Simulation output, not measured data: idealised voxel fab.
The process module presented herein is designated voxel wiring stack.
Cross-section cut: width 200 nm, square cells of 5 nm.
In what follows, cross-sections appear as grids of square cells, described through bands that run from the top down, where every band is one or more rows of cells. Look at the band entry: it leads with the top's height and the bottom's height in nm. Then it lists the materials left to right, with a width in nm for each. The word "everywhere" on a single material says that material fills the band edge to edge. The word "empty" is empty space. Heights are expressed relative to 0, this being the level below which the as-received wafer comprises one material exclusively. The lowest band is unbounded in the downward direction and is denoted as in "0 down". A two-number width, for instance "30..40", indicates that the width is equal to the first number in the top row of the band and to the second number in the bottom row, and that it changes by a constant amount per row of cells. "nothing altered", as given for a step, is the statement that not any cell of the cross-section underwent a change during that step. Empty spaces without an open route to the top, at least 8 cells in extent, make up the entry "Enclosed internal cavities"; each is given as width x height at distance, where the distance is measured from the left edge, and all are in nm. That trailing text on a step's line, after the settings, is the simulator's own remark on the step. overlay nm: where the mask lay relative to plan, measured to the right, on steps with a mask; negatives go left.
### The planned process steps are enumerated hereunder
1 RECEIVE: material Si
2 CONFORMAL_DEP: material SiO2, thk nm 15
3 DIRECTIONAL_DEP: material TiN, thk nm 5
4 DIRECTIONAL_DEP: material Ru, thk nm 15
5 MASKED_ETCH: tone cover, mask id METAL_1, width nm 30, pitch nm 60, etch materials Ru, depth nm 15, overlay nm 0
6 MASKED_ETCH: tone cover, mask id METAL_1, width nm 30, pitch nm 60, etch materials TiN, depth nm 5, overlay nm 0
7 FILL_DEP: material lowk, thk nm 5
8 CMP: height nm 35
9 CONFORMAL_DEP: material SiCN, thk nm 5
10 DIRECTIONAL_DEP: material lowk, thk nm 20
11 PATTERN: tone open, mask id PLUG_1, material resist, width nm 15, pitch nm 60, thk nm 15, overlay nm 0
12 DIRECTIONAL_ETCH: etch materials lowk, depth nm 20
13 DIRECTIONAL_ETCH: etch materials SiCN, depth nm 5
14 STRIP: etch materials resist
15 CONFORMAL_DEP: material TiN, thk nm 5
16 FILL_DEP: material Cu, thk nm 5
17 CMP: height nm 60
18 DIRECTIONAL_DEP: material TiN, thk nm 5
19 DIRECTIONAL_DEP: material W, thk nm 15
20 PATTERN: tone cover, mask id METAL_2, material resist, width nm 30, pitch nm 60, thk nm 20, overlay nm 0
21 DIRECTIONAL_ETCH: etch materials W, depth nm 15
22 DIRECTIONAL_ETCH: etch materials TiN, depth nm 5
23 STRIP: etch materials resist
24 CONFORMAL_DEP: material SiCN, thk nm 5
25 FILL_DEP: material lowk, thk nm 10
26 CMP: height nm 80
27 CONFORMAL_DEP: material SiCN, thk nm 5
28 DIRECTIONAL_DEP: material SiO2, thk nm 20
29 MASKED_ETCH: tone open, mask id PLUG_2, width nm 15, pitch nm 60, etch materials SiO2, depth nm 20, overlay nm 0
30 MASKED_ETCH: tone open, mask id PLUG_2, width nm 15, pitch nm 60, etch materials SiCN, depth nm 5, overlay nm 0
31 EPI: material Ru, thk nm 10
32 EPI: material Ru, thk nm 10
33 EPI: material Ru, thk nm 5
34 DIRECTIONAL_DEP: material TiN, thk nm 5
35 DIRECTIONAL_DEP: material W, thk nm 25
36 MASKED_ETCH: tone cover, mask id METAL_3, width nm 30, pitch nm 60, etch materials W, depth nm 25, overlay nm 0
37 MASKED_ETCH: tone cover, mask id METAL_3, width nm 30, pitch nm 60, etch materials TiN, depth nm 5, overlay nm 0
38 CONFORMAL_DEP: material SiN, thk nm 5
39 FILL_DEP: material lowk, thk nm 10
40 CMP: height nm 135
41 CONFORMAL_DEP: material SiN, thk nm 5
### Below: the first of two wafers, run as planned
### Wafer at receipt (post step 1), cross-section
- 0 down: Si everywhere
- Enclosed internal cavities: none
### after step 2
- 15 to 0: SiO2 everywhere
- Under 0: no change, same as before.
### after step 3
- 20 to 15: TiN everywhere
- Under 15: no change, same as before.
### after step 4
- 35 to 20: Ru everywhere
- Under 20: no change, same as before.
### after step 5
- 35 to 20: empty (55) | Ru (30) | empty (30) | Ru (30) | empty (55)
- Under 20: no change, same as before.
### after step 6
- 35 to 20: empty (55) | Ru (30) | empty (30) | Ru (30) | empty (55)
- 20 to 15: empty (55) | TiN (30) | empty (30) | TiN (30) | empty (55)
- Under 15: no change, same as before.
### after step 7
- 40 to 35: lowk everywhere
- 35 to 20: lowk (55) | Ru (30) | lowk (30) | Ru (30) | lowk (55)
- 20 to 15: lowk (55) | TiN (30) | lowk (30) | TiN (30) | lowk (55)
- Under 15: no change, same as before.
### after step 8
- 35 to 20: lowk (55) | Ru (30) | lowk (30) | Ru (30) | lowk (55)
- Under 20: no change, same as before.
### after step 9
- 40 to 35: SiCN everywhere
- Under 35: no change, same as before.
### after step 10
- 60 to 40: lowk everywhere
- Under 40: no change, same as before.
### after step 11
- 75 to 60: resist (55) | empty (15) | resist (45) | empty (15) | resist (70)
- Under 60: no change, same as before.
### after step 12
- 75 to 60: resist (55) | empty (15) | resist (45) | empty (15) | resist (70)
- 60 to 40: lowk (55) | empty (15) | lowk (45) | empty (15) | lowk (70)
- Under 40: no change, same as before.
### after step 13
- 75 to 60: resist (55) | empty (15) | resist (45) | empty (15) | resist (70)
- 60 to 40: lowk (55) | empty (15) | lowk (45) | empty (15) | lowk (70)
- 40 to 35: SiCN (55) | empty (15) | SiCN (45) | empty (15) | SiCN (70)
- Under 35: no change, same as before.
### after step 14
- 60 to 40: lowk (55) | empty (15) | lowk (45) | empty (15) | lowk (70)
- Under 40: no change, same as before.
### after step 15
- 65 to 60: TiN (60) | empty (5) | TiN (55) | empty (5) | TiN (75)
- 60 to 40: lowk (55) | TiN (5) | empty (5) | TiN (5) | lowk (45) | TiN (5) | empty (5) | TiN (5) | lowk (70)
- 40 to 35: SiCN (55) | TiN (15) | SiCN (45) | TiN (15) | SiCN (70)
- Under 35: no change, same as before.
### after step 16
- 70 to 65: Cu everywhere
- 65 to 60: TiN (60) | Cu (5) | TiN (55) | Cu (5) | TiN (75)
- 60 to 40: lowk (55) | TiN (5) | Cu (5) | TiN (5) | lowk (45) | TiN (5) | Cu (5) | TiN (5) | lowk (70)
- Under 40: no change, same as before.
### after step 17
- 60 to 40: lowk (55) | TiN (5) | Cu (5) | TiN (5) | lowk (45) | TiN (5) | Cu (5) | TiN (5) | lowk (70)
- Under 40: no change, same as before.
### after step 18
- 65 to 60: TiN everywhere
- Under 60: no change, same as before.
### after step 19
- 80 to 65: W everywhere
- Under 65: no change, same as before.
### after step 20
- 100 to 80: empty (55) | resist (30) | empty (30) | resist (30) | empty (55)
- Under 80: no change, same as before.
### after step 21
- 100 to 80: empty (55) | resist (30) | empty (30) | resist (30) | empty (55)
- 80 to 65: empty (55) | W (30) | empty (30) | W (30) | empty (55)
- Under 65: no change, same as before.
### after step 22
- 100 to 80: empty (55) | resist (30) | empty (30) | resist (30) | empty (55)
- 80 to 65: empty (55) | W (30) | empty (30) | W (30) | empty (55)
- 65 to 60: empty (55) | TiN (30) | empty (30) | TiN (30) | empty (55)
- Under 60: no change, same as before.
### after step 23
- 80 to 65: empty (55) | W (30) | empty (30) | W (30) | empty (55)
- Under 65: no change, same as before.
### after step 24
- 85 to 80: empty (50) | SiCN (40) | empty (20) | SiCN (40) | empty (50)
- 80 to 65: empty (50) | SiCN (5) | W (30) | SiCN (5) | empty (20) | SiCN (5) | W (30) | SiCN (5) | empty (50)
- 65 to 60: SiCN (55) | TiN (30) | SiCN (30) | TiN (30) | SiCN (55)
- Under 60: no change, same as before.
### after step 25
- 95 to 85: lowk everywhere
- 85 to 80: lowk (50) | SiCN (40) | lowk (20) | SiCN (40) | lowk (50)
- 80 to 65: lowk (50) | SiCN (5) | W (30) | SiCN (5) | lowk (20) | SiCN (5) | W (30) | SiCN (5) | lowk (50)
- Under 65: no change, same as before.
### after step 26
- 80 to 65: lowk (50) | SiCN (5) | W (30) | SiCN (5) | lowk (20) | SiCN (5) | W (30) | SiCN (5) | lowk (50)
- Under 65: no change, same as before.
### after step 27
- 85 to 80: SiCN everywhere
- Under 80: no change, same as before.
### after step 28
- 105 to 85: SiO2 everywhere
- Under 85: no change, same as before.
### after step 29
- 105 to 85: SiO2 (55) | empty (15) | SiO2 (45) | empty (15) | SiO2 (70)
- Under 85: no change, same as before.
### after step 30
- 105 to 85: SiO2 (55) | empty (15) | SiO2 (45) | empty (15) | SiO2 (70)
- 85 to 80: SiCN (55) | empty (15) | SiCN (45) | empty (15) | SiCN (70)
- Under 80: no change, same as before.
### after step 31
- 105 to 90: SiO2 (55) | empty (15) | SiO2 (45) | empty (15) | SiO2 (70)
- 90 to 85: SiO2 (55) | Ru (15) | SiO2 (45) | Ru (15) | SiO2 (70)
- 85 to 80: SiCN (55) | Ru (15) | SiCN (45) | Ru (15) | SiCN (70)
- Under 80: no change, same as before.
### after step 32
- 105 to 100: SiO2 (55) | empty (15) | SiO2 (45) | empty (15) | SiO2 (70)
- 100 to 85: SiO2 (55) | Ru (15) | SiO2 (45) | Ru (15) | SiO2 (70)
- Under 85: no change, same as before.
### after step 33
- 105 to 85: SiO2 (55) | Ru (15) | SiO2 (45) | Ru (15) | SiO2 (70)
- Under 85: no change, same as before.
### after step 34
- 110 to 105: TiN everywhere
- Under 105: no change, same as before.
### after step 35
- 135 to 110: W everywhere
- Under 110: no change, same as before.
### after step 36
- 135 to 110: empty (55) | W (30) | empty (30) | W (30) | empty (55)
- Under 110: no change, same as before.
### after step 37
- 135 to 110: empty (55) | W (30) | empty (30) | W (30) | empty (55)
- 110 to 105: empty (55) | TiN (30) | empty (30) | TiN (30) | empty (55)
- Under 105: no change, same as before.
### after step 38
- 140 to 135: empty (50) | SiN (40) | empty (20) | SiN (40) | empty (50)
- 135 to 110: empty (50) | SiN (5) | W (30) | SiN (5) | empty (20) | SiN (5) | W (30) | SiN (5) | empty (50)
- 110 to 105: SiN (55) | TiN (30) | SiN (30) | TiN (30) | SiN (55)
- Under 105: no change, same as before.
### after step 39
- 150 to 140: lowk everywhere
- 140 to 135: lowk (50) | SiN (40) | lowk (20) | SiN (40) | lowk (50)
- 135 to 110: lowk (50) | SiN (5) | W (30) | SiN (5) | lowk (20) | SiN (5) | W (30) | SiN (5) | lowk (50)
- Under 110: no change, same as before.
### after step 40
- 135 to 110: lowk (50) | SiN (5) | W (30) | SiN (5) | lowk (20) | SiN (5) | W (30) | SiN (5) | lowk (50)
- Under 110: no change, same as before.
### after step 41
- 140 to 135: SiN everywhere
- Under 135: no change, same as before.
### Second of two: same start, same plan, one run error; steps up to and including 8 match the first
### Cross-section, second wafer, at the end time the plan gives for step 9
- 55 to 35: lowk everywhere
- Under 35: no change, same as before.
### Cross-section, second wafer, at the end time the plan gives for step 10
- 60 to 55: SiCN everywhere
- Under 55: no change, same as before.
### Cross-section, second wafer, at the end time the plan gives for step 11
- 75 to 60: resist (55) | empty (15) | resist (45) | empty (15) | resist (70)
- Under 60: no change, same as before.
Cross-section, second wafer, at the end time the plan gives for step 12: nothing altered
### Cross-section, second wafer, at the end time the plan gives for step 13
- 75 to 60: resist (55) | empty (15) | resist (45) | empty (15) | resist (70)
- 60 to 55: SiCN (55) | empty (15) | SiCN (45) | empty (15) | SiCN (70)
- Under 55: no change, same as before.
### Cross-section, second wafer, at the end time the plan gives for step 14
- 60 to 55: SiCN (55) | empty (15) | SiCN (45) | empty (15) | SiCN (70)
- Under 55: no change, same as before.
### Cross-section, second wafer, at the end time the plan gives for step 15
- 65 to 60: TiN (60) | empty (5) | TiN (55) | empty (5) | TiN (75)
- 60 to 55: SiCN (55) | TiN (15) | SiCN (45) | TiN (15) | SiCN (70)
- Under 55: no change, same as before.
### Cross-section, second wafer, at the end time the plan gives for step 16
- 70 to 65: Cu everywhere
- 65 to 60: TiN (60) | Cu (5) | TiN (55) | Cu (5) | TiN (75)
- Under 60: no change, same as before.
### Cross-section, second wafer, at the end time the plan gives for step 17
- 60 to 55: SiCN (55) | TiN (15) | SiCN (45) | TiN (15) | SiCN (70)
- Under 55: no change, same as before.
### Cross-section, second wafer, at the end time the plan gives for step 18
- 65 to 60: TiN everywhere
- Under 60: no change, same as before.
### Cross-section, second wafer, at the end time the plan gives for step 19
- 80 to 65: W everywhere
- Under 65: no change, same as before.
### Cross-section, second wafer, at the end time the plan gives for step 20
- 100 to 80: empty (55) | resist (30) | empty (30) | resist (30) | empty (55)
- Under 80: no change, same as before.
### Cross-section, second wafer, at the end time the plan gives for step 21
- 100 to 80: empty (55) | resist (30) | empty (30) | resist (30) | empty (55)
- 80 to 65: empty (55) | W (30) | empty (30) | W (30) | empty (55)
- Under 65: no change, same as before.
### Cross-section, second wafer, at the end time the plan gives for step 22
- 100 to 80: empty (55) | resist (30) | empty (30) | resist (30) | empty (55)
- 80 to 65: empty (55) | W (30) | empty (30) | W (30) | empty (55)
- 65 to 60: empty (55) | TiN (30) | empty (30) | TiN (30) | empty (55)
- Under 60: no change, same as before.
### Cross-section, second wafer, at the end time the plan gives for step 23
- 80 to 65: empty (55) | W (30) | empty (30) | W (30) | empty (55)
- Under 65: no change, same as before.
### Cross-section, second wafer, at the end time the plan gives for step 24
- 85 to 80: empty (50) | SiCN (40) | empty (20) | SiCN (40) | empty (50)
- 80 to 65: empty (50) | SiCN (5) | W (30) | SiCN (5) | empty (20) | SiCN (5) | W (30) | SiCN (5) | empty (50)
- 65 to 55: SiCN (55) | TiN (30..15) | SiCN (30..45) | TiN (30..15) | SiCN (55..70)
- Under 55: no change, same as before.
### Cross-section, second wafer, at the end time the plan gives for step 25
- 95 to 85: lowk everywhere
- 85 to 80: lowk (50) | SiCN (40) | lowk (20) | SiCN (40) | lowk (50)
- 80 to 65: lowk (50) | SiCN (5) | W (30) | SiCN (5) | lowk (20) | SiCN (5) | W (30) | SiCN (5) | lowk (50)
- Under 65: no change, same as before.
### Cross-section, second wafer, at the end time the plan gives for step 26
- 80 to 65: lowk (50) | SiCN (5) | W (30) | SiCN (5) | lowk (20) | SiCN (5) | W (30) | SiCN (5) | lowk (50)
- Under 65: no change, same as before.
### Cross-section, second wafer, at the end time the plan gives for step 27
- 85 to 80: SiCN everywhere
- Under 80: no change, same as before.
### Cross-section, second wafer, at the end time the plan gives for step 28
- 105 to 85: SiO2 everywhere
- Under 85: no change, same as before.
### Cross-section, second wafer, at the end time the plan gives for step 29
- 105 to 85: SiO2 (55) | empty (15) | SiO2 (45) | empty (15) | SiO2 (70)
- Under 85: no change, same as before.
### Cross-section, second wafer, at the end time the plan gives for step 30
- 105 to 85: SiO2 (55) | empty (15) | SiO2 (45) | empty (15) | SiO2 (70)
- 85 to 80: SiCN (55) | empty (15) | SiCN (45) | empty (15) | SiCN (70)
- Under 80: no change, same as before.
### Cross-section, second wafer, at the end time the plan gives for step 31
- 105 to 90: SiO2 (55) | empty (15) | SiO2 (45) | empty (15) | SiO2 (70)
- 90 to 85: SiO2 (55) | Ru (15) | SiO2 (45) | Ru (15) | SiO2 (70)
- 85 to 80: SiCN (55) | Ru (15) | SiCN (45) | Ru (15) | SiCN (70)
- Under 80: no change, same as before.
### Cross-section, second wafer, at the end time the plan gives for step 32
- 105 to 100: SiO2 (55) | empty (15) | SiO2 (45) | empty (15) | SiO2 (70)
- 100 to 85: SiO2 (55) | Ru (15) | SiO2 (45) | Ru (15) | SiO2 (70)
- Under 85: no change, same as before.
### Cross-section, second wafer, at the end time the plan gives for step 33
- 105 to 85: SiO2 (55) | Ru (15) | SiO2 (45) | Ru (15) | SiO2 (70)
- Under 85: no change, same as before.
### Cross-section, second wafer, at the end time the plan gives for step 34
- 110 to 105: TiN everywhere
- Under 105: no change, same as before.
### Cross-section, second wafer, at the end time the plan gives for step 35
- 135 to 110: W everywhere
- Under 110: no change, same as before.
### Cross-section, second wafer, at the end time the plan gives for step 36
- 135 to 110: empty (55) | W (30) | empty (30) | W (30) | empty (55)
- Under 110: no change, same as before.
### Cross-section, second wafer, at the end time the plan gives for step 37
- 135 to 110: empty (55) | W (30) | empty (30) | W (30) | empty (55)
- 110 to 105: empty (55) | TiN (30) | empty (30) | TiN (30) | empty (55)
- Under 105: no change, same as before.
### Cross-section, second wafer, at the end time the plan gives for step 38
- 140 to 135: empty (50) | SiN (40) | empty (20) | SiN (40) | empty (50)
- 135 to 110: empty (50) | SiN (5) | W (30) | SiN (5) | empty (20) | SiN (5) | W (30) | SiN (5) | empty (50)
- 110 to 105: SiN (55) | TiN (30) | SiN (30) | TiN (30) | SiN (55)
- Under 105: no change, same as before.
### Cross-section, second wafer, at the end time the plan gives for step 39
- 150 to 140: lowk everywhere
- 140 to 135: lowk (50) | SiN (40) | lowk (20) | SiN (40) | lowk (50)
- 135 to 110: lowk (50) | SiN (5) | W (30) | SiN (5) | lowk (20) | SiN (5) | W (30) | SiN (5) | lowk (50)
- Under 110: no change, same as before.
### Cross-section, second wafer, at the end time the plan gives for step 40
- 135 to 110: lowk (50) | SiN (5) | W (30) | SiN (5) | lowk (20) | SiN (5) | W (30) | SiN (5) | lowk (50)
- Under 110: no change, same as before.
### Cross-section, second wafer, at the end time the plan gives for step 41
- 140 to 135: SiN everywhere
- Under 135: no change, same as before.
what went wrong: sequence error: steps 9 and 10 interchanged
Final comparison by cell count, materials where the second wafer has more or fewer than the first: Cu -8; TiN -16; lowk +24
